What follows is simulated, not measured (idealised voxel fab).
Title: Process Module voxel ribs on slabs
155 nm wide, 5 nm square cells: that's cross-section cut.
The cross-sections in this document take the form of a grid made of square cells. They are written out as bands, in order from top to bottom. Each band consists of one or more rows of cells. A band entry consists of two parts. The first gives the height of the band's top and the height of its bottom, in nm. The rest lists the band's materials from left to right, each with its width in nm. A single material labelled with the word "everywhere" fills the band from edge to edge, and the word "empty" marks empty space. Zero point of the height axis is 0; under it, received wafer = one material. Lowest band: continues down indefinitely, "from 0 down". Graded width ("30..40"): value in top row of band = first number; value in bottom row = second number; row-to-row change constant. Where the words "no change" appear for a step, the cross-section shows no cell changed by that step; every cell remained as before. "Closed voids list": empty spaces of 8 cells or more with no open way to the top, each given as width x height at distance, distance from the left edge, all in nm. That trailing text on a step's line, after the settings, is the simulator's own remark on the step. You can add "overlay nm" to a step's line. For a step with a mask, it describes how far the mask lay to the right of its planned position, and a negative number describes a lay to the left.

-- plan
1: RECEIVE (material Si)
2: DIRECTIONAL_DEP (material SiO2; thk nm 30)
3: DIRECTIONAL_DEP (material polySi; thk nm 15)
4: MASKED_ETCH (tone cover; mask id RIB; width nm 20; etch materials polySi; depth nm 5; overlay nm 0)
5: MASKED_ETCH (tone cover; mask id SLAB; width nm 50; etch materials polySi; depth nm 10; overlay nm 0)
6: FILL_DEP (material SiO2; thk nm 25)
7: CMP (height nm 60)
8: DIRECTIONAL_DEP (material TiN; thk nm 5)
9: PATTERN (tone cover; mask id HEATER; material resist; width nm 30; thk nm 20; overlay nm 0)
10: DIRECTIONAL_ETCH (etch materials TiN; depth nm 5)
11: STRIP (etch materials resist)
12: CONFORMAL_DEP (material SiO2; thk nm 10)

-- Cross-section of the wafer at receipt, which is the condition after step 1
	from 0 down = Si everywhere
	Closed voids list: none

-- Final cross-section, module run with one mistake (start and plan as above)
	from 75 to 70 = empty (50), SiO2 (50), empty (55)
	from 70 to 65 = SiO2 everywhere
	from 65 to 60 = SiO2 (60), TiN (30), SiO2 (65)
	from 60 to 55 = SiO2 (65), polySi (20), SiO2 (70)
	from 55 to 45 = SiO2 (50), polySi (50), SiO2 (55)
	from 45 to 30 = polySi everywhere
	from 30 to 0 = SiO2 everywhere
	from 0 down = Si everywhere
	Closed voids list: none
Error vs. plan: the plan's step 3 ran twice
